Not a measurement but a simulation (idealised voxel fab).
You're looking at the process module voxel wiring stack.
Displayed cross-section: cut, width of 215 nm, square cells sized 5 nm.
Reading order for cross-sections: top band down to bottom band. Underlying form: a grid of square cells. Band size: one or more rows of cells.
Per band: top height and bottom height in nm, followed by the left-to-right materials and their widths in nm; "edge to edge" marks a single material spanning edge to edge, "air" marks empty space.
Heights are measured from 0, the level below which the as-received wafer is all one material; the lowest band has no bottom and continues downward, written as in "0..down".
The two numbers in a width such as "30 to 40" mark its ends across the band: the first belongs to the top row of cells, the second to the bottom row, and from each row to the next the width moves by the same amount.
It should be understood that the words "remained unchanged", when stated for a given step, signify that the cross-section underwent no change in any of its cells during that step.
The entry titled "Enclosed internal cavities" provides the empty spaces that have no open way to the top, restricted to those of 8 cells or more. Each is presented as width x height at distance, the distance being measured from the left edge, with all three in nm.
Read whatever lies past the settings on a step's line as the simulator's own remark about the step.
overlay nm: on a step with a mask, how far right of its planned place the mask lay; negative means left.

### Process steps foreseen in the plan
step 1: RECEIVE [material Si]
step 2: CONFORMAL_DEP [material SiO2] [thk nm 10]
step 3: CONFORMAL_DEP [material SiCN] [thk nm 5]
step 4: DIRECTIONAL_DEP [material SiO2] [thk nm 15]
step 5: MASKED_ETCH [tone open] [mask id METAL_1] [width nm 25] [pitch nm 50] [etch materials SiO2] [depth nm 15] [overlay nm 0]
step 6: MASKED_ETCH [tone open] [mask id METAL_1] [width nm 25] [pitch nm 50] [etch materials SiCN] [depth nm 5] [overlay nm 0]
step 7: CONFORMAL_DEP [material TiN] [thk nm 5]
step 8: FILL_DEP [material W] [thk nm 5]
step 9: CMP [height nm 30]
step 10: CONFORMAL_DEP [material SiCN] [thk nm 5]
step 11: DIRECTIONAL_DEP [material lowk] [thk nm 20]
step 12: PATTERN [tone open] [mask id PLUG_1] [material resist] [width nm 15] [pitch nm 100] [thk nm 15] [overlay nm 0]
step 13: DIRECTIONAL_ETCH [etch materials lowk] [depth nm 20]
step 14: DIRECTIONAL_ETCH [etch materials SiCN] [depth nm 5]
step 15: STRIP [etch materials resist]
step 16: EPI [material Ru] [thk nm 10]
step 17: EPI [material Ru] [thk nm 10]
step 18: EPI [material Ru] [thk nm 5]
step 19: DIRECTIONAL_DEP [material TiN] [thk nm 5]
step 20: DIRECTIONAL_DEP [material Ru] [thk nm 20]
step 21: PATTERN [tone cover] [mask id METAL_2] [material resist] [width nm 25] [pitch nm 50] [thk nm 20] [overlay nm 0]
step 22: DIRECTIONAL_ETCH [etch materials Ru] [depth nm 20]
step 23: DIRECTIONAL_ETCH [etch materials TiN] [depth nm 5]
step 24: STRIP [etch materials resist]
step 25: FILL_DEP [material SiO2] [thk nm 10]
step 26: CMP [height nm 80]
step 27: CONFORMAL_DEP [material SiCN] [thk nm 5]
step 28: DIRECTIONAL_DEP [material lowk] [thk nm 15]
step 29: PATTERN [tone open] [mask id PLUG_2] [material resist] [width nm 15] [pitch nm 100] [thk nm 20] [overlay nm 0]
step 30: DIRECTIONAL_ETCH [etch materials lowk] [depth nm 15]
step 31: DIRECTIONAL_ETCH [etch materials SiCN] [depth nm 5]
step 32: STRIP [etch materials resist]
step 33: CONFORMAL_DEP [material TiN] [thk nm 5]
step 34: FILL_DEP [material Cu] [thk nm 5]
step 35: CMP [height nm 100]
step 36: DIRECTIONAL_DEP [material TiN] [thk nm 5]
step 37: DIRECTIONAL_DEP [material Ru] [thk nm 15]
step 38: MASKED_ETCH [tone cover] [mask id METAL_3] [width nm 25] [pitch nm 50] [etch materials Ru] [depth nm 15] [overlay nm 0]
step 39: MASKED_ETCH [tone cover] [mask id METAL_3] [width nm 25] [pitch nm 50] [etch materials TiN] [depth nm 5] [overlay nm 0]
step 40: FILL_DEP [material SiO2] [thk nm 10]
step 41: CMP [height nm 120]
step 42: CONFORMAL_DEP [material SiN] [thk nm 5]

### First of two wafers: run as planned

### Incoming wafer, cross-sectional view, post step 1
* 0..down  Si edge to edge
* Enclosed internal cavities: none

### The wafer, seen in cross-section, after step 2
* 10..0  SiO2 edge to edge
* Rest of section, below 0: as before.

### The wafer, seen in cross-section, after step 3
* 15..10  SiCN edge to edge
* Rest of section, below 10: as before.

### The wafer, seen in cross-section, after step 4
* 30..15  SiO2 edge to edge
* Rest of section, below 15: as before.

### The wafer, seen in cross-section, after step 5
* 30..15  SiO2 45, air 25, SiO2 25, air 25, SiO2 25, air 25, SiO2 45
* Rest of section, below 15: as before.

### The wafer, seen in cross-section, after step 6
* 30..15  SiO2 45, air 25, SiO2 25, air 25, SiO2 25, air 25, SiO2 45
* 15..10  SiCN 45, air 25, SiCN 25, air 25, SiCN 25, air 25, SiCN 45
* Rest of section, below 10: as before.

### The wafer, seen in cross-section, after step 7
* 35..30  TiN 50, air 15, TiN 35, air 15, TiN 35, air 15, TiN 50
* 30..15  SiO2 45, TiN 5, air 15, TiN 5, SiO2 25, TiN 5, air 15, TiN 5, SiO2 25, TiN 5, air 15, TiN 5, SiO2 45
* 15..10  SiCN 45, TiN 25, SiCN 25, TiN 25, SiCN 25, TiN 25, SiCN 45
* Rest of section, below 10: as before.

### The wafer, seen in cross-section, after step 8
* 40..35  W edge to edge
* 35..30  TiN 50, W 15, TiN 35, W 15, TiN 35, W 15, TiN 50
* 30..15  SiO2 45, TiN 5, W 15, TiN 5, SiO2 25, TiN 5, W 15, TiN 5, SiO2 25, TiN 5, W 15, TiN 5, SiO2 45
* Rest of section, below 15: as before.

### The wafer, seen in cross-section, after step 9
* 30..15  SiO2 45, TiN 5, W 15, TiN 5, SiO2 25, TiN 5, W 15, TiN 5, SiO2 25, TiN 5, W 15, TiN 5, SiO2 45
* Rest of section, below 15: as before.

### The wafer, seen in cross-section, after step 10
* 35..30  SiCN edge to edge
* Rest of section, below 30: as before.

### The wafer, seen in cross-section, after step 11
* 55..35  lowk edge to edge
* Rest of section, below 35: as before.

### The wafer, seen in cross-section, after step 12
* 70..55  resist 45, air 15, resist 85, air 15, resist 55
* Rest of section, below 55: as before.

### The wafer, seen in cross-section, after step 13
* 70..55  resist 45, air 15, resist 85, air 15, resist 55
* 55..35  lowk 45, air 15, lowk 85, air 15, lowk 55
* Rest of section, below 35: as before.

### The wafer, seen in cross-section, after step 14
* 70..55  resist 45, air 15, resist 85, air 15, resist 55
* 55..35  lowk 45, air 15, lowk 85, air 15, lowk 55
* 35..30  SiCN 45, air 15, SiCN 85, air 15, SiCN 55
* Rest of section, below 30: as before.

### The wafer, seen in cross-section, after step 15
* 55..35  lowk 45, air 15, lowk 85, air 15, lowk 55
* Rest of section, below 35: as before.

### The wafer, seen in cross-section, after step 16
* 55..40  lowk 45, air 15, lowk 85, air 15, lowk 55
* 40..35  lowk 45, Ru 15, lowk 85, Ru 15, lowk 55
* 35..30  SiCN 45, Ru 15, SiCN 85, Ru 15, SiCN 55
* Rest of section, below 30: as before.

### The wafer, seen in cross-section, after step 17
* 55..50  lowk 45, air 15, lowk 85, air 15, lowk 55
* 50..35  lowk 45, Ru 15, lowk 85, Ru 15, lowk 55
* Rest of section, below 35: as before.

### The wafer, seen in cross-section, after step 18
* 55..35  lowk 45, Ru 15, lowk 85, Ru 15, lowk 55
* Rest of section, below 35: as before.

### The wafer, seen in cross-section, after step 19
* 60..55  TiN edge to edge
* Rest of section, below 55: as before.

### The wafer, seen in cross-section, after step 20
* 80..60  Ru edge to edge
* Rest of section, below 60: as before.

### The wafer, seen in cross-section, after step 21
* 100..80  air 45, resist 25, air 25, resist 25, air 25, resist 25, air 45
* Rest of section, below 80: as before.

### The wafer, seen in cross-section, after step 22
* 100..80  air 45, resist 25, air 25, resist 25, air 25, resist 25, air 45
* 80..60  air 45, Ru 25, air 25, Ru 25, air 25, Ru 25, air 45
* Rest of section, below 60: as before.

### The wafer, seen in cross-section, after step 23
* 100..80  air 45, resist 25, air 25, resist 25, air 25, resist 25, air 45
* 80..60  air 45, Ru 25, air 25, Ru 25, air 25, Ru 25, air 45
* 60..55  air 45, TiN 25, air 25, TiN 25, air 25, TiN 25, air 45
* Rest of section, below 55: as before.

### The wafer, seen in cross-section, after step 24
* 80..60  air 45, Ru 25, air 25, Ru 25, air 25, Ru 25, air 45
* Rest of section, below 60: as before.

### The wafer, seen in cross-section, after step 25
* 90..80  SiO2 edge to edge
* 80..60  SiO2 45, Ru 25, SiO2 25, Ru 25, SiO2 25, Ru 25, SiO2 45
* 60..55  SiO2 45, TiN 25, SiO2 25, TiN 25, SiO2 25, TiN 25, SiO2 45
* Rest of section, below 55: as before.

### The wafer, seen in cross-section, after step 26
* 80..60  SiO2 45, Ru 25, SiO2 25, Ru 25, SiO2 25, Ru 25, SiO2 45
* Rest of section, below 60: as before.

### The wafer, seen in cross-section, after step 27
* 85..80  SiCN edge to edge
* Rest of section, below 80: as before.

### The wafer, seen in cross-section, after step 28
* 100..85  lowk edge to edge
* Rest of section, below 85: as before.

### The wafer, seen in cross-section, after step 29
* 120..100  resist 45, air 15, resist 85, air 15, resist 55
* Rest of section, below 100: as before.

### The wafer, seen in cross-section, after step 30
* 120..100  resist 45, air 15, resist 85, air 15, resist 55
* 100..85  lowk 45, air 15, lowk 85, air 15, lowk 55
* Rest of section, below 85: as before.

### The wafer, seen in cross-section, after step 31
* 120..100  resist 45, air 15, resist 85, air 15, resist 55
* 100..85  lowk 45, air 15, lowk 85, air 15, lowk 55
* 85..80  SiCN 45, air 15, SiCN 85, air 15, SiCN 55
* Rest of section, below 80: as before.

### The wafer, seen in cross-section, after step 32
* 100..85  lowk 45, air 15, lowk 85, air 15, lowk 55
* Rest of section, below 85: as before.

### The wafer, seen in cross-section, after step 33
* 105..100  TiN 50, air 5, TiN 95, air 5, TiN 60
* 100..85  lowk 45, TiN 5, air 5, TiN 5, lowk 85, TiN 5, air 5, TiN 5, lowk 55
* 85..80  SiCN 45, TiN 15, SiCN 85, TiN 15, SiCN 55
* Rest of section, below 80: as before.

### The wafer, seen in cross-section, after step 34
* 110..105  Cu edge to edge
* 105..100  TiN 50, Cu 5, TiN 95, Cu 5, TiN 60
* 100..85  lowk 45, TiN 5, Cu 5, TiN 5, lowk 85, TiN 5, Cu 5, TiN 5, lowk 55
* Rest of section, below 85: as before.

### The wafer, seen in cross-section, after step 35
* 100..85  lowk 45, TiN 5, Cu 5, TiN 5, lowk 85, TiN 5, Cu 5, TiN 5, lowk 55
* Rest of section, below 85: as before.

### The wafer, seen in cross-section, after step 36
* 105..100  TiN edge to edge
* Rest of section, below 100: as before.

### The wafer, seen in cross-section, after step 37
* 120..105  Ru edge to edge
* Rest of section, below 105: as before.

### The wafer, seen in cross-section, after step 38
* 120..105  air 45, Ru 25, air 25, Ru 25, air 25, Ru 25, air 45
* Rest of section, below 105: as before.

### The wafer, seen in cross-section, after step 39
* 120..105  air 45, Ru 25, air 25, Ru 25, air 25, Ru 25, air 45
* 105..100  air 45, TiN 25, air 25, TiN 25, air 25, TiN 25, air 45
* Rest of section, below 100: as before.

### The wafer, seen in cross-section, after step 40
* 130..120  SiO2 edge to edge
* 120..105  SiO2 45, Ru 25, SiO2 25, Ru 25, SiO2 25, Ru 25, SiO2 45
* 105..100  SiO2 45, TiN 25, SiO2 25, TiN 25, SiO2 25, TiN 25, SiO2 45
* Rest of section, below 100: as before.

### The wafer, seen in cross-section, after step 41
* 120..105  SiO2 45, Ru 25, SiO2 25, Ru 25, SiO2 25, Ru 25, SiO2 45
* Rest of section, below 105: as before.

### The wafer, seen in cross-section, after step 42
* 125..120  SiN edge to edge
* Rest of section, below 120: as before.

### Second wafer. Start and plan as for the first. One mistake made in running. Agrees with the first up to and including step 18

### Cross-sectional representation of the second wafer at the time designated in the plan for the completion of step 19
* 75..55  Ru edge to edge
* Rest of section, below 55: as before.

### Cross-sectional representation of the second wafer at the time designated in the plan for the completion of step 20
* 80..75  TiN edge to edge
* Rest of section, below 75: as before.

### Cross-sectional representation of the second wafer at the time designated in the plan for the completion of step 21
* 100..80  air 45, resist 25, air 25, resist 25, air 25, resist 25, air 45
* Rest of section, below 80: as before.

Cross-sectional representation of the second wafer at the time designated in the plan for the completion of step 22: remained unchanged

### Cross-sectional representation of the second wafer at the time designated in the plan for the completion of step 23
* 100..80  air 45, resist 25, air 25, resist 25, air 25, resist 25, air 45
* 80..75  air 45, TiN 25, air 25, TiN 25, air 25, TiN 25, air 45
* Rest of section, below 75: as before.

### Cross-sectional representation of the second wafer at the time designated in the plan for the completion of step 24
* 80..75  air 45, TiN 25, air 25, TiN 25, air 25, TiN 25, air 45
* Rest of section, below 75: as before.

### Cross-sectional representation of the second wafer at the time designated in the plan for the completion of step 25
* 90..80  SiO2 edge to edge
* 80..75  SiO2 45, TiN 25, SiO2 25, TiN 25, SiO2 25, TiN 25, SiO2 45
* Rest of section, below 75: as before.

### Cross-sectional representation of the second wafer at the time designated in the plan for the completion of step 26
* 80..75  SiO2 45, TiN 25, SiO2 25, TiN 25, SiO2 25, TiN 25, SiO2 45
* Rest of section, below 75: as before.

### Cross-sectional representation of the second wafer at the time designated in the plan for the completion of step 27
* 85..80  SiCN edge to edge
* Rest of section, below 80: as before.

### Cross-sectional representation of the second wafer at the time designated in the plan for the completion of step 28
* 100..85  lowk edge to edge
* Rest of section, below 85: as before.

### Cross-sectional representation of the second wafer at the time designated in the plan for the completion of step 29
* 120..100  resist 45, air 15, resist 85, air 15, resist 55
* Rest of section, below 100: as before.

### Cross-sectional representation of the second wafer at the time designated in the plan for the completion of step 30
* 120..100  resist 45, air 15, resist 85, air 15, resist 55
* 100..85  lowk 45, air 15, lowk 85, air 15, lowk 55
* Rest of section, below 85: as before.

### Cross-sectional representation of the second wafer at the time designated in the plan for the completion of step 31
* 120..100  resist 45, air 15, resist 85, air 15, resist 55
* 100..85  lowk 45, air 15, lowk 85, air 15, lowk 55
* 85..80  SiCN 45, air 15, SiCN 85, air 15, SiCN 55
* Rest of section, below 80: as before.

### Cross-sectional representation of the second wafer at the time designated in the plan for the completion of step 32
* 100..85  lowk 45, air 15, lowk 85, air 15, lowk 55
* Rest of section, below 85: as before.

### Cross-sectional representation of the second wafer at the time designated in the plan for the completion of step 33
* 105..100  TiN 50, air 5, TiN 95, air 5, TiN 60
* 100..85  lowk 45, TiN 5, air 5, TiN 5, lowk 85, TiN 5, air 5, TiN 5, lowk 55
* 85..80  SiCN 45, TiN 15, SiCN 85, TiN 15, SiCN 55
* Rest of section, below 80: as before.

### Cross-sectional representation of the second wafer at the time designated in the plan for the completion of step 34
* 110..105  Cu edge to edge
* 105..100  TiN 50, Cu 5, TiN 95, Cu 5, TiN 60
* 100..85  lowk 45, TiN 5, Cu 5, TiN 5, lowk 85, TiN 5, Cu 5, TiN 5, lowk 55
* Rest of section, below 85: as before.

### Cross-sectional representation of the second wafer at the time designated in the plan for the completion of step 35
* 100..85  lowk 45, TiN 5, Cu 5, TiN 5, lowk 85, TiN 5, Cu 5, TiN 5, lowk 55
* Rest of section, below 85: as before.

### Cross-sectional representation of the second wafer at the time designated in the plan for the completion of step 36
* 105..100  TiN edge to edge
* Rest of section, below 100: as before.

### Cross-sectional representation of the second wafer at the time designated in the plan for the completion of step 37
* 120..105  Ru edge to edge
* Rest of section, below 105: as before.

### Cross-sectional representation of the second wafer at the time designated in the plan for the completion of step 38
* 120..105  air 45, Ru 25, air 25, Ru 25, air 25, Ru 25, air 45
* Rest of section, below 105: as before.

### Cross-sectional representation of the second wafer at the time designated in the plan for the completion of step 39
* 120..105  air 45, Ru 25, air 25, Ru 25, air 25, Ru 25, air 45
* 105..100  air 45, TiN 25, air 25, TiN 25, air 25, TiN 25, air 45
* Rest of section, below 100: as before.

### Cross-sectional representation of the second wafer at the time designated in the plan for the completion of step 40
* 130..120  SiO2 edge to edge
* 120..105  SiO2 45, Ru 25, SiO2 25, Ru 25, SiO2 25, Ru 25, SiO2 45
* 105..100  SiO2 45, TiN 25, SiO2 25, TiN 25, SiO2 25, TiN 25, SiO2 45
* Rest of section, below 100: as before.

### Cross-sectional representation of the second wafer at the time designated in the plan for the completion of step 41
* 120..105  SiO2 45, Ru 25, SiO2 25, Ru 25, SiO2 25, Ru 25, SiO2 45
* Rest of section, below 105: as before.

### Cross-sectional representation of the second wafer at the time designated in the plan for the completion of step 42
* 125..120  SiN edge to edge
* Rest of section, below 120: as before.
Plan not followed: the run placed steps 19 and 20 each in the position the plan gave to the other
Final tally in cells, some materials are higher or lower on the second wafer than on the first: +112 Ru; -112 SiO2
